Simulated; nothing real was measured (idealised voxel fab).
The following process module bears the name voxel local oxidation.
This is section cut - it's 245 nm across, gridded in 5 nm square cells.
The cross-sections in this document take the form of a grid made of square cells. They are written out as bands, in order from top to bottom. Each band consists of one or more rows of cells. The band entry comprises the height of the band's top followed by the height of its bottom, expressed in nm, and subsequently the band's materials from left to right, each stated together with its width in nm. Where a single material is marked with the word "all across", that material fills the band from edge to edge. The word "blank" represents empty space. Note: height 0 marks the level under which the wafer is uniformly one material as received. Lowest band unbounded below, written "0..down". Read "30..40" as a graded width: first number on top, second number at the bottom, same change between each pair of neighbouring rows. "no change occurred", as given for a step, is the statement that not any cell of the cross-section underwent a change during that step. "Closed cavity list" specifies each empty space that is not open to the top and that occupies no fewer than 8 cells, using the form width x height at distance, the distance measured from the left edge and all three quantities in nm. Text after the settings on a step's line: the simulator's own remark on that step. You can add "overlay nm" to a step's line. For a step with a mask, it describes how far the mask lay to the right of its planned position, and a negative number describes a lay to the left. How should the pairs below be read? Each gives the cross-section before one process step and the cross-section after it, the latter drawn only to the lowest band that changed; the step that lies between them, with its settings, appears under the pair. Does a pair pick up where the pair above left off? Only where its entry headed "Incoming profile" says so, since pairs can come from different runs of this module on the same starting wafer.

Incoming profile
  0..down: Si all across
  Closed cavity list: none

Resulting Cross-Section
  0..-5: SiO2 all across
  Unchanged below -5.
  Closed cavity list: none
Looking at the two cross-sections above, the step in the middle is OXIDIZE: depth nm 5

Incoming profile: the state before this step is the cross-section shown after the step in the pair just above.

Resulting Cross-Section
  15..0: SiN all across
  Unchanged below 0.
  Closed cavity list: none
Looking at the two cross-sections above, the step in the middle is CONFORMAL_DEP: material SiN, thk nm 15

Incoming profile: the state before this step is the cross-section shown after the step in the pair just above.

Resulting Cross-Section
  15..0: 60 blank  125 SiN  60 blank
  Unchanged below 0.
  Closed cavity list: none
Looking at the two cross-sections above, the step in the middle is MASKED_ETCH: tone cover, mask id ACTIVE, width nm 125, etch materials SiN, depth nm 15, overlay nm 0

Incoming profile: the state before this step is the cross-section shown after the step in the pair just above.

Resulting Cross-Section
  15..0: 60 blank  125 SiN  60 blank
  0..-5: 65 blank  115 SiO2  65 blank
  Unchanged below -5.
  Closed cavity list: none
Looking at the two cross-sections above, the step in the middle is SELECTIVE_ETCH: etch materials SiO2, depth nm 5

Incoming profile: the state before this step is the cross-section shown after the step in the pair just above.

Resulting Cross-Section
  15..0: 60 blank  125 SiN  60 blank
  0..-5: 65 blank  115 SiO2  65 blank
  -5..-15: 75 SiO2  95 Si  75 SiO2
  Unchanged below -15.
  Closed cavity list: none
Looking at the two cross-sections above, the step in the middle is OXIDIZE: depth nm 10

Incoming profile: the state before this step is the cross-section shown after the step in the pair just above.

Resulting Cross-Section
  0..-5: 65 blank  115 SiO2  65 blank
  Unchanged below -5.
  Closed cavity list: none
Looking at the two cross-sections above, the step in the middle is STRIP: etch materials SiN

Incoming profile
  15..0: 60 blank  125 SiN  60 blank
  0..-5: 65 blank  115 SiO2  65 blank
  -5..down: Si all across
  Closed cavity list: none

Resulting Cross-Section
  0..-5: 65 blank  115 SiO2  65 blank
  Unchanged below -5.
  Closed cavity list: none
Looking at the two cross-sections above, the step in the middle is STRIP: etch materials SiN

Incoming profile: the state before this step is the cross-section shown after the step in the pair just above.

Resulting Cross-Section
  0..-5: 65 blank  115 SiO2  65 blank
  -5..-15: 75 SiO2  95 Si  75 SiO2
  Unchanged below -15.
  Closed cavity list: none
Looking at the two cross-sections above, the step in the middle is OXIDIZE: depth nm 10

Incoming profile
  15..0: 60 blank  125 SiN  60 blank
  0..-5: 65 blank  115 SiO2  65 blank
  -5..down: Si all across
  Closed cavity list: none

Resulting Cross-Section
  15..0: 60 blank  125 SiN  60 blank
  0..-5: 65 blank  115 SiO2  65 blank
  -5..-20: 80 SiO2  85 Si  80 SiO2
  Unchanged below -20.
  Closed cavity list: none
Looking at the two cross-sections above, the step in the middle is OXIDIZE: depth nm 15

Incoming profile: the state before this step is the cross-section shown after the step in the pair just above.

Resulting Cross-Section
  0..-5: 65 blank  115 SiO2  65 blank
  Unchanged below -5.
  Closed cavity list: none
Looking at the two cross-sections above, the step in the middle is STRIP: etch materials SiN

Incoming profile
  15..0: SiN all across
  0..-5: SiO2 all across
  -5..down: Si all across
  Closed cavity list: none

Resulting Cross-Section
  15..0: 65 blank  120 SiN  60 blank
  Unchanged below 0.
  Closed cavity list: none
Looking at the two cross-sections above, the step in the middle is MASKED_ETCH: tone cover, mask id ACTIVE, width nm 120, etch materials SiN, depth nm 15, overlay nm 0

Incoming profile: the state before this step is the cross-section shown after the step in the pair just above.

Resulting Cross-Section
  15..0: 65 blank  120 SiN  60 blank
  0..-5: 70 blank  110 SiO2  65 blank
  Unchanged below -5.
  Closed cavity list: none
Looking at the two cross-sections above, the step in the middle is SELECTIVE_ETCH: etch materials SiO2, depth nm 5

Incoming profile: the state before this step is the cross-section shown after the step in the pair just above.

Resulting Cross-Section
  15..0: 65 blank  120 SiN  60 blank
  0..-5: 70 blank  110 SiO2  65 blank
  -5..-15: 80 SiO2  90 Si  75 SiO2
  Unchanged below -15.
  Closed cavity list: none
Looking at the two cross-sections above, the step in the middle is OXIDIZE: depth nm 10

Incoming profile: the state before this step is the cross-section shown after the step in the pair just above.

Resulting Cross-Section
  0..-5: 70 blank  110 SiO2  65 blank
  Unchanged below -5.
  Closed cavity list: none
Looking at the two cross-sections above, the step in the middle is STRIP: etch materials SiN

Incoming profile
  15..0: SiN all across
  0..-5: SiO2 all across
  -5..down: Si all across
  Closed cavity list: none

Resulting Cross-Section
  15..0: 50 blank  125 SiN  70 blank
  Unchanged below 0.
  Closed cavity list: none
Looking at the two cross-sections above, the step in the middle is MASKED_ETCH: tone cover, mask id ACTIVE, width nm 125, etch materials SiN, depth nm 15, overlay nm -10

Incoming profile: the state before this step is the cross-section shown after the step in the pair just above.

Resulting Cross-Section
  15..0: 50 blank  125 SiN  70 blank
  0..-5: 55 blank  115 SiO2  75 blank
  Unchanged below -5.
  Closed cavity list: none
Looking at the two cross-sections above, the step in the middle is SELECTIVE_ETCH: etch materials SiO2, depth nm 5

Incoming profile: the state before this step is the cross-section shown after the step in the pair just above.

Resulting Cross-Section
  15..0: 50 blank  125 SiN  70 blank
  0..-5: 55 blank  115 SiO2  75 blank
  -5..-15: 65 SiO2  95 Si  85 SiO2
  Unchanged below -15.
  Closed cavity list: none
Looking at the two cross-sections above, the step in the middle is OXIDIZE: depth nm 10

Incoming profile: the state before this step is the cross-section shown after the step in the pair just above.

Resulting Cross-Section
  0..-5: 55 blank  115 SiO2  75 blank
  Unchanged below -5.
  Closed cavity list: none
Looking at the two cross-sections above, the step in the middle is STRIP: etch materials SiN

Incoming profile
  0..-5: SiO2 all across
  -5..down: Si all across
  Closed cavity list: none

Resulting Cross-Section
  15..-5: SiO2 all across
  Unchanged below -5.
  Closed cavity list: none
Looking at the two cross-sections above, the step in the middle is CONFORMAL_DEP: material SiO2, thk nm 15

Incoming profile: the state before this step is the cross-section shown after the step in the pair just above.

Resulting Cross-Section
  10..-5: SiO2 all across
  Unchanged below -5.
  Closed cavity list: none
Looking at the two cross-sections above, the step in the middle is SELECTIVE_ETCH: etch materials SiO2, depth nm 5

Incoming profile
  15..0: SiN all across
  0..-5: SiO2 all across
  -5..down: Si all across
  Closed cavity list: none

Resulting Cross-Section
  15..0: 60 SiN  125 blank  60 SiN
  Unchanged below 0.
  Closed cavity list: none
Looking at the two cross-sections above, the step in the middle is MASKED_ETCH: tone open, mask id ACTIVE, width nm 125, etch materials SiN, depth nm 15, overlay nm 0

Incoming profile: the state before this step is the cross-section shown after the step in the pair just above.

Resulting Cross-Section
  15..0: 60 SiN  125 blank  60 SiN
  0..-5: 55 SiO2  135 blank  55 SiO2
  Unchanged below -5.
  Closed cavity list: none
Looking at the two cross-sections above, the step in the middle is SELECTIVE_ETCH: etch materials SiO2, depth nm 5

Incoming profile: the state before this step is the cross-section shown after the step in the pair just above.

Resulting Cross-Section
  15..0: 60 SiN  125 blank  60 SiN
  0..-5: 55 SiO2  135 blank  55 SiO2
  -5..-15: 45 Si  155 SiO2  45 Si
  Unchanged below -15.
  Closed cavity list: none
Looking at the two cross-sections above, the step in the middle is OXIDIZE: depth nm 10

Incoming profile: the state before this step is the cross-section shown after the step in the pair just above.

Resulting Cross-Section
  0..-5: 55 SiO2  135 blank  55 SiO2
  Unchanged below -5.
  Closed cavity list: none
Looking at the two cross-sections above, the step in the middle is STRIP: etch materials SiN
